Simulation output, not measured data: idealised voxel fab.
Process module heading - voxel spacer lines
The width of the displayed cross-section, cut, is 220 nm; its cells are square, with a size of 5 nm.
A cross-section in this document is a grid of square cells, and it is written down as bands, the top band listed before the ones below it; a band is made up of one or more rows of cells. Each band's line starts with the height of the band's top and of its bottom, in nm. Then come its materials from left to right, each with its width in nm. One material with "full width" fills the band from edge to edge. "empty" is empty space. Height is counted from the level 0, under which the received wafer is composed throughout of one material. The lowest of the bands is not closed at the bottom but continues downward, in the notation "0 and below". Quick explanation for "30 to 40": the width changes in equal steps down the rows of cells, from the first number in the band's top row to the second number in its bottom row. Step marked "changes: none"? Then no cell in the cross-section changed in it. Closed empty spaces (no open way to the top) of 8 cells or more are what "Fully closed voids" lists, each as width x height at distance from the left edge, nm for all three. Heads up: the bit after the settings on a step's line is the simulator's remark on that step. "overlay nm" answers the question of how far to the right of plan the mask lay on a step that has a mask, and when it is negative the answer is to the left.
These are the steps we planned for the process:
1. RECEIVE with material Si
2. CONFORMAL_DEP with material Al2O3, thk nm 10
3. DIRECTIONAL_DEP with material TiN, thk nm 15
4. DIRECTIONAL_DEP with material polySi, thk nm 30
5. PATTERN with tone cover, mask id MANDREL, material resist, width nm 25, pitch nm 70, thk nm 35, overlay nm 0
6. DIRECTIONAL_ETCH with etch materials polySi, depth nm 30
7. STRIP with etch materials resist
8. CONFORMAL_DEP with material SiO2, thk nm 5
9. DIRECTIONAL_ETCH with etch materials SiO2, depth nm 10
10. STRIP with etch materials polySi
11. DIRECTIONAL_ETCH with etch materials TiN, depth nm 15
12. STRIP with etch materials SiO2
13. FILL_DEP with material SiO2, thk nm 5
14. CMP with height nm 25
The wafers are alike at the start. At step 8, their thk nm differs. The plan lists the first wafer's value.
First of several wafers (as received, post step 1), cross-sectional view:
  0 and below  Si full width
  Fully closed voids: none
Shown in cross-section: the first of several wafers at the end of the module, after its last step, step 14:
  25 down to 10  SiO2=55 / TiN=5 / SiO2=25 / TiN=5 / SiO2=35 / TiN=5 / SiO2=25 / TiN=5 / SiO2=60
  10 down to 0  Al2O3 full width
  0 and below  Si full width
  Fully closed voids: none
A cross-section through the last wafer at the close of the module:
  25 down to 10  TiN full width
  10 down to 0  Al2O3 full width
  0 and below  Si full width
  Fully closed voids: none
Below is a per-wafer table. In it, each row describes the wafer at the end of the module by giving, for each material, the number of cells gained (+) or lost (-) since the wafer was received, and after that the closed voids of the wafer:
thk nm 5 | +88 Al2O3 | +120 SiO2 | +12 TiN | Fully closed voids: none
thk nm 10 | +88 Al2O3 | +108 SiO2 | +24 TiN | Fully closed voids: none
thk nm 15 | +88 Al2O3 | +132 TiN | Fully closed voids: none
thk nm 20 | +88 Al2O3 | +132 TiN | Fully closed voids: none
thk nm 25 | +88 Al2O3 | +132 TiN | Fully closed voids: none
